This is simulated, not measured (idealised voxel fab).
This is a process module. Its name is voxel self aligned vias.
We display cut, a cross-section 295 nm in width whose square cells are each 5 nm.
Cross-sections here: square-cell grids, written as top-down lists of bands, a band being one or more rows of cells.
Each band's line starts with the height of the band's top and of its bottom, in nm. Then come its materials from left to right, each with its width in nm. One material with "throughout" fills the band from edge to edge. "blank" is empty space.
Height reference: 0 = level under which incoming wafer is all one material. Lowest band: no bottom, runs on downward, e.g. "0..down".
The notation "30->40" denotes a width that varies across the rows of cells in the band, beginning at the first number in the top row, finishing at the second number in the bottom row, and changing by an identical amount from each row to the next.
The designation "remained the same", where it is given for a processing step, indicates that no cell of the cross-section was altered in the course of that step.
Voids not open to the top, 8 cells minimum: see "Closed voids list". Written width x height at distance; distance is from the left edge; nm.
It should be noted that, on the line of a given step, the content following the step's settings is a remark produced by the simulator itself with respect to that step.
The optional step-line setting "overlay nm" applies to steps with a mask and quantifies how far to the right of its planned location the mask lay, a negative value indicating leftward placement.

## So here's the lineup of process steps we planned
1) RECEIVE (material Si)
2) CONFORMAL_DEP (material SiO2; thk nm 10)
3) CONFORMAL_DEP (material SiCN; thk nm 5)
4) DIRECTIONAL_DEP (material SiO2; thk nm 25)
5) DIRECTIONAL_DEP (material aC; thk nm 15)
6) PATTERN (tone open; mask id LINES; material resist; width nm 20; pitch nm 55; thk nm 30; overlay nm -15)
7) DIRECTIONAL_ETCH (etch materials aC; depth nm 15)
8) STRIP (etch materials resist)
9) DIRECTIONAL_ETCH (etch materials SiO2; depth nm 25)
10) STRIP (etch materials aC)
11) CONFORMAL_DEP (material TiN; thk nm 5)
12) FILL_DEP (material W; thk nm 10)
13) CMP (height nm 40)
14) SELECTIVE_ETCH (etch materials W Ru TiN; depth nm 5)
15) FILL_DEP (material SiN; thk nm 5)
16) CMP (height nm 40)
17) DIRECTIONAL_DEP (material SiO2; thk nm 20)
18) MASKED_ETCH (tone open; mask id VIAS; width nm 30; pitch nm 55; etch materials SiO2; depth nm 20; overlay nm 0)
19) MASKED_ETCH (tone open; mask id VIAS; width nm 30; pitch nm 55; etch materials SiN; depth nm 5; overlay nm 0)
20) CONFORMAL_DEP (material TiN; thk nm 5)
21) FILL_DEP (material Ru; thk nm 10)
22) CMP (height nm 60)
23) CONFORMAL_DEP (material SiN; thk nm 5)
Across this set of wafers, the varied parameter is the overlay nm of step 6. Starting conditions are identical for every wafer, and the plan reports the value assigned to the first wafer.

## First wafer of several, as received: cross-section after step 1
	0..down | Si throughout
	Closed voids list: none

## Shown in cross-section: the first of several wafers at the end of the module, after its last step, step 23
	65..60 | SiN throughout
	60..45 | SiO2=75, then TiN=5, then Ru=20, then TiN=5, then SiO2=25, then TiN=5, then Ru=20, then TiN=5, then SiO2=25, then TiN=5, then Ru=20, then TiN=5, then SiO2=80
	45..40 | SiO2=75, then TiN=30, then SiO2=25, then TiN=30, then SiO2=25, then TiN=30, then SiO2=80
	40..35 | SiO2=65, then SiN=10, then TiN=10, then SiO2=35, then SiN=10, then TiN=10, then SiO2=35, then SiN=10, then TiN=10, then SiO2=100
	35..20 | SiO2=65, then TiN=5, then W=10, then TiN=5, then SiO2=35, then TiN=5, then W=10, then TiN=5, then SiO2=35, then TiN=5, then W=10, then TiN=5, then SiO2=100
	20..15 | SiO2=65, then TiN=20, then SiO2=35, then TiN=20, then SiO2=35, then TiN=20, then SiO2=100
	15..10 | SiCN throughout
	10..0 | SiO2 throughout
	0..down | Si throughout
	Closed voids list: none

## Cross-section, last wafer, module completion
	65..60 | SiN throughout
	60..45 | SiO2=75, then TiN=5, then Ru=20, then TiN=5, then SiO2=25, then TiN=5, then Ru=20, then TiN=5, then SiO2=25, then TiN=5, then Ru=20, then TiN=5, then SiO2=80
	45..40 | SiO2=75, then TiN=30, then SiO2=25, then TiN=30, then SiO2=25, then TiN=30, then SiO2=80
	40..35 | SiO2=95, then TiN=10, then SiN=10, then SiO2=35, then TiN=10, then SiN=10, then SiO2=35, then TiN=10, then SiN=10, then SiO2=70
	35..20 | SiO2=95, then TiN=5, then W=10, then TiN=5, then SiO2=35, then TiN=5, then W=10, then TiN=5, then SiO2=35, then TiN=5, then W=10, then TiN=5, then SiO2=70
	20..15 | SiO2=95, then TiN=20, then SiO2=35, then TiN=20, then SiO2=35, then TiN=20, then SiO2=70
	15..10 | SiCN throughout
	10..0 | SiO2 throughout
	0..down | Si throughout
	Closed voids list: none

## Below is a per-wafer table. In it, each row describes the wafer at the end of the module by giving, for each material, the number of cells gained (+) or lost (-) since the wafer was received, and after that the closed voids of the wafer
overlay nm -15, +36 Ru, +59 SiCN, +65 SiN, +517 SiO2, +72 TiN, +18 W, Closed voids list: none
overlay nm -10, +39 Ru, +59 SiCN, +62 SiN, +517 SiO2, +72 TiN, +18 W, Closed voids list: none
overlay nm -5, +42 Ru, +59 SiCN, +59 SiN, +517 SiO2, +72 TiN, +18 W, Closed voids list: none
overlay nm 0, +42 Ru, +59 SiCN, +59 SiN, +517 SiO2, +72 TiN, +18 W, Closed voids list: none
overlay nm 5, +42 Ru, +59 SiCN, +59 SiN, +517 SiO2, +72 TiN, +18 W, Closed voids list: none
overlay nm 10, +39 Ru, +59 SiCN, +62 SiN, +517 SiO2, +72 TiN, +18 W, Closed voids list: none
overlay nm 15, +36 Ru, +59 SiCN, +65 SiN, +517 SiO2, +72 TiN, +18 W, Closed voids list: none
